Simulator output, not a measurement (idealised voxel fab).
Presented below is a process module, voxel self aligned vias.
Shown is cross-section cut, with a width of 225 nm and square cells of size 5 nm.
Just so we're on the same page, the cross-sections are grids of square cells, and they're listed out in bands top to bottom, each band one or more rows deep. For a band, the entry starts with two heights in nm, that of the top and then that of the bottom, and carries on with the band's materials in order from left to right, each alongside its width in nm; the word "throughout" beside a single material means it fills the band edge to edge, and "blank" means empty space. Measure heights from 0. That's the level where, below it, the as-received wafer is all one material. The lowest band is bottomless and extends downward; write it as in "0 -> down". Top row gets the first number, bottom row gets the second, and each row in between changes by the same step: that is how a band width like "30..40" works. The cross-section has no changed cell in any step marked "everything unchanged". Closed-off voids of 8+ cells (no open route to the top) go in "Unvented internal voids", written width x height at distance from the left edge, in nm. after a step's settings: what the simulator itself notes on the step. "overlay nm", when on a step's line for a step with a mask, measures how far to the right of its planned place the mask lay; a negative measure means to the left.
# The planned process steps are enumerated hereunder
1) RECEIVE (material Si)
2) CONFORMAL_DEP (material SiO2; thk nm 15)
3) CONFORMAL_DEP (material SiCN; thk nm 5)
4) DIRECTIONAL_DEP (material SiO2; thk nm 20)
5) DIRECTIONAL_DEP (material aC; thk nm 10)
6) PATTERN (tone open; mask id LINES; material resist; width nm 20; pitch nm 45; thk nm 30; overlay nm 0)
7) DIRECTIONAL_ETCH (etch materials aC; depth nm 10)
8) STRIP (etch materials resist)
9) DIRECTIONAL_ETCH (etch materials SiO2; depth nm 20)
10) STRIP (etch materials aC)
11) CONFORMAL_DEP (material TiN; thk nm 5)
12) FILL_DEP (material Ru; thk nm 5)
13) CMP (height nm 40)
14) SELECTIVE_ETCH (etch materials W Ru TiN; depth nm 10)
15) FILL_DEP (material SiN; thk nm 10)
16) CMP (height nm 40)
17) DIRECTIONAL_DEP (material SiO2; thk nm 20)
18) MASKED_ETCH (tone open; mask id VIAS; width nm 30; pitch nm 90; etch materials SiO2; depth nm 20; overlay nm 0)
19) MASKED_ETCH (tone open; mask id VIAS; width nm 30; pitch nm 90; etch materials SiN; depth nm 10; overlay nm 0)
20) CONFORMAL_DEP (material TiN; thk nm 5)
21) FILL_DEP (material W; thk nm 10)
22) CMP (height nm 60)
23) CONFORMAL_DEP (material SiCN; thk nm 5)
# First wafer of two (run as planned)
# Delivered wafer in cross-section: state after step 1
- 0 -> down  Si throughout
- Unvented internal voids: none
# State of the wafer after step 2, shown in cross-section
- 15 -> 0  SiO2 throughout
- Below 0 it's all the same as before, nothing changed down there.
# State of the wafer after step 3, shown in cross-section
- 20 -> 15  SiCN throughout
- Below 15 it's all the same as before, nothing changed down there.
# State of the wafer after step 4, shown in cross-section
- 40 -> 20  SiO2 throughout
- Below 20 it's all the same as before, nothing changed down there.
# State of the wafer after step 5, shown in cross-section
- 50 -> 40  aC throughout
- Below 40 it's all the same as before, nothing changed down there.
# State of the wafer after step 6, shown in cross-section
- 80 -> 50  resist: 55; blank: 20; resist: 25; blank: 20; resist: 25; blank: 20; resist: 60
- Below 50 it's all the same as before, nothing changed down there.
# State of the wafer after step 7, shown in cross-section
- 70 -> 50  resist: 55; blank: 20; resist: 25; blank: 20; resist: 25; blank: 20; resist: 60
- 50 -> 40  aC: 55; blank: 20; aC: 25; blank: 20; aC: 25; blank: 20; aC: 60
- Below 40 it's all the same as before, nothing changed down there.
# State of the wafer after step 8, shown in cross-section
- 50 -> 40  aC: 55; blank: 20; aC: 25; blank: 20; aC: 25; blank: 20; aC: 60
- Below 40 it's all the same as before, nothing changed down there.
# State of the wafer after step 9, shown in cross-section
- 50 -> 40  aC: 55; blank: 20; aC: 25; blank: 20; aC: 25; blank: 20; aC: 60
- 40 -> 20  SiO2: 55; blank: 20; SiO2: 25; blank: 20; SiO2: 25; blank: 20; SiO2: 60
- Below 20 it's all the same as before, nothing changed down there.
# State of the wafer after step 10, shown in cross-section
- 40 -> 20  SiO2: 55; blank: 20; SiO2: 25; blank: 20; SiO2: 25; blank: 20; SiO2: 60
- Below 20 it's all the same as before, nothing changed down there.
# State of the wafer after step 11, shown in cross-section
- 45 -> 40  TiN: 60; blank: 10; TiN: 35; blank: 10; TiN: 35; blank: 10; TiN: 65
- 40 -> 25  SiO2: 55; TiN: 5; blank: 10; TiN: 5; SiO2: 25; TiN: 5; blank: 10; TiN: 5; SiO2: 25; TiN: 5; blank: 10; TiN: 5; SiO2: 60
- 25 -> 20  SiO2: 55; TiN: 20; SiO2: 25; TiN: 20; SiO2: 25; TiN: 20; SiO2: 60
- Below 20 it's all the same as before, nothing changed down there.
# State of the wafer after step 12, shown in cross-section
- 50 -> 45  Ru throughout
- 45 -> 40  TiN: 60; Ru: 10; TiN: 35; Ru: 10; TiN: 35; Ru: 10; TiN: 65
- 40 -> 25  SiO2: 55; TiN: 5; Ru: 10; TiN: 5; SiO2: 25; TiN: 5; Ru: 10; TiN: 5; SiO2: 25; TiN: 5; Ru: 10; TiN: 5; SiO2: 60
- Below 25 it's all the same as before, nothing changed down there.
# State of the wafer after step 13, shown in cross-section
- 40 -> 25  SiO2: 55; TiN: 5; Ru: 10; TiN: 5; SiO2: 25; TiN: 5; Ru: 10; TiN: 5; SiO2: 25; TiN: 5; Ru: 10; TiN: 5; SiO2: 60
- Below 25 it's all the same as before, nothing changed down there.
# State of the wafer after step 14, shown in cross-section
- 40 -> 30  SiO2: 55; blank: 20; SiO2: 25; blank: 20; SiO2: 25; blank: 20; SiO2: 60
- Below 30 it's all the same as before, nothing changed down there.
# State of the wafer after step 15, shown in cross-section
- 50 -> 40  SiN throughout
- 40 -> 30  SiO2: 55; SiN: 20; SiO2: 25; SiN: 20; SiO2: 25; SiN: 20; SiO2: 60
- Below 30 it's all the same as before, nothing changed down there.
# State of the wafer after step 16, shown in cross-section
- 40 -> 30  SiO2: 55; SiN: 20; SiO2: 25; SiN: 20; SiO2: 25; SiN: 20; SiO2: 60
- Below 30 it's all the same as before, nothing changed down there.
# State of the wafer after step 17, shown in cross-section
- 60 -> 40  SiO2 throughout
- Below 40 it's all the same as before, nothing changed down there.
# State of the wafer after step 18, shown in cross-section
- 60 -> 40  SiO2: 50; blank: 30; SiO2: 60; blank: 30; SiO2: 55
- Below 40 it's all the same as before, nothing changed down there.
# State of the wafer after step 19, shown in cross-section
- 60 -> 40  SiO2: 50; blank: 30; SiO2: 60; blank: 30; SiO2: 55
- 40 -> 30  SiO2: 55; blank: 20; SiO2: 25; SiN: 20; SiO2: 25; blank: 20; SiO2: 60
- Below 30 it's all the same as before, nothing changed down there.
# State of the wafer after step 20, shown in cross-section
- 65 -> 60  TiN: 55; blank: 20; TiN: 70; blank: 20; TiN: 60
- 60 -> 45  SiO2: 50; TiN: 5; blank: 20; TiN: 5; SiO2: 60; TiN: 5; blank: 20; TiN: 5; SiO2: 55
- 45 -> 40  SiO2: 50; TiN: 10; blank: 10; TiN: 10; SiO2: 60; TiN: 10; blank: 10; TiN: 10; SiO2: 55
- 40 -> 35  SiO2: 55; TiN: 5; blank: 10; TiN: 5; SiO2: 25; SiN: 20; SiO2: 25; TiN: 5; blank: 10; TiN: 5; SiO2: 60
- 35 -> 30  SiO2: 55; TiN: 20; SiO2: 25; SiN: 20; SiO2: 25; TiN: 20; SiO2: 60
- Below 30 it's all the same as before, nothing changed down there.
# State of the wafer after step 21, shown in cross-section
- 75 -> 65  W throughout
- 65 -> 60  TiN: 55; W: 20; TiN: 70; W: 20; TiN: 60
- 60 -> 45  SiO2: 50; TiN: 5; W: 20; TiN: 5; SiO2: 60; TiN: 5; W: 20; TiN: 5; SiO2: 55
- 45 -> 40  SiO2: 50; TiN: 10; W: 10; TiN: 10; SiO2: 60; TiN: 10; W: 10; TiN: 10; SiO2: 55
- 40 -> 35  SiO2: 55; TiN: 5; W: 10; TiN: 5; SiO2: 25; SiN: 20; SiO2: 25; TiN: 5; W: 10; TiN: 5; SiO2: 60
- Below 35 it's all the same as before, nothing changed down there.
# State of the wafer after step 22, shown in cross-section
- 60 -> 45  SiO2: 50; TiN: 5; W: 20; TiN: 5; SiO2: 60; TiN: 5; W: 20; TiN: 5; SiO2: 55
- Below 45 it's all the same as before, nothing changed down there.
# State of the wafer after step 23, shown in cross-section
- 65 -> 60  SiCN throughout
- Below 60 it's all the same as before, nothing changed down there.
# Second wafer, same starting conditions and recipe as the first, one mistake in executing it, nothing differs from the first up to and including step 18
# What the second wafer looks like in cross-section when step 19 should have wrapped up
- 60 -> 40  SiO2: 50; blank: 30; SiO2: 60; blank: 30; SiO2: 55
- 40 -> 30  SiO2: 55; blank: 15; SiN: 5; SiO2: 25; SiN: 20; SiO2: 25; blank: 15; SiN: 5; SiO2: 60
- Below 30 it's all the same as before, nothing changed down there.
# What the second wafer looks like in cross-section when step 20 should have wrapped up
- 65 -> 60  TiN: 55; blank: 20; TiN: 70; blank: 20; TiN: 60
- 60 -> 45  SiO2: 50; TiN: 5; blank: 20; TiN: 5; SiO2: 60; TiN: 5; blank: 20; TiN: 5; SiO2: 55
- 45 -> 40  SiO2: 50; TiN: 10; blank: 5; TiN: 15; SiO2: 60; TiN: 10; blank: 5; TiN: 15; SiO2: 55
- 40 -> 35  SiO2: 55; TiN: 5; blank: 5; TiN: 5; SiN: 5; SiO2: 25; SiN: 20; SiO2: 25; TiN: 5; blank: 5; TiN: 5; SiN: 5; SiO2: 60
- 35 -> 30  SiO2: 55; TiN: 15; SiN: 5; SiO2: 25; SiN: 20; SiO2: 25; TiN: 15; SiN: 5; SiO2: 60
- Below 30 it's all the same as before, nothing changed down there.
# What the second wafer looks like in cross-section when step 21 should have wrapped up
- 75 -> 65  W throughout
- 65 -> 60  TiN: 55; W: 20; TiN: 70; W: 20; TiN: 60
- 60 -> 45  SiO2: 50; TiN: 5; W: 20; TiN: 5; SiO2: 60; TiN: 5; W: 20; TiN: 5; SiO2: 55
- 45 -> 40  SiO2: 50; TiN: 10; W: 5; TiN: 15; SiO2: 60; TiN: 10; W: 5; TiN: 15; SiO2: 55
- 40 -> 35  SiO2: 55; TiN: 5; W: 5; TiN: 5; SiN: 5; SiO2: 25; SiN: 20; SiO2: 25; TiN: 5; W: 5; TiN: 5; SiN: 5; SiO2: 60
- Below 35 it's all the same as before, nothing changed down there.
# What the second wafer looks like in cross-section when step 22 should have wrapped up
- 60 -> 45  SiO2: 50; TiN: 5; W: 20; TiN: 5; SiO2: 60; TiN: 5; W: 20; TiN: 5; SiO2: 55
- Below 45 it's all the same as before, nothing changed down there.
# What the second wafer looks like in cross-section when step 23 should have wrapped up
- 65 -> 60  SiCN throughout
- Below 60 it's all the same as before, nothing changed down there.
In executing the process, a mistake was made relative to the plan: step 19 did not use the planned setting and instead ran as MASKED_ETCH (tone open; mask id VIAS; width nm 30; pitch nm 90; etch materials SiN; depth nm 10; overlay nm -10)
Heads up, by the end the second wafer has more or fewer cells of some materials compared to the first: SiN: 4 more, W: 4 fewer
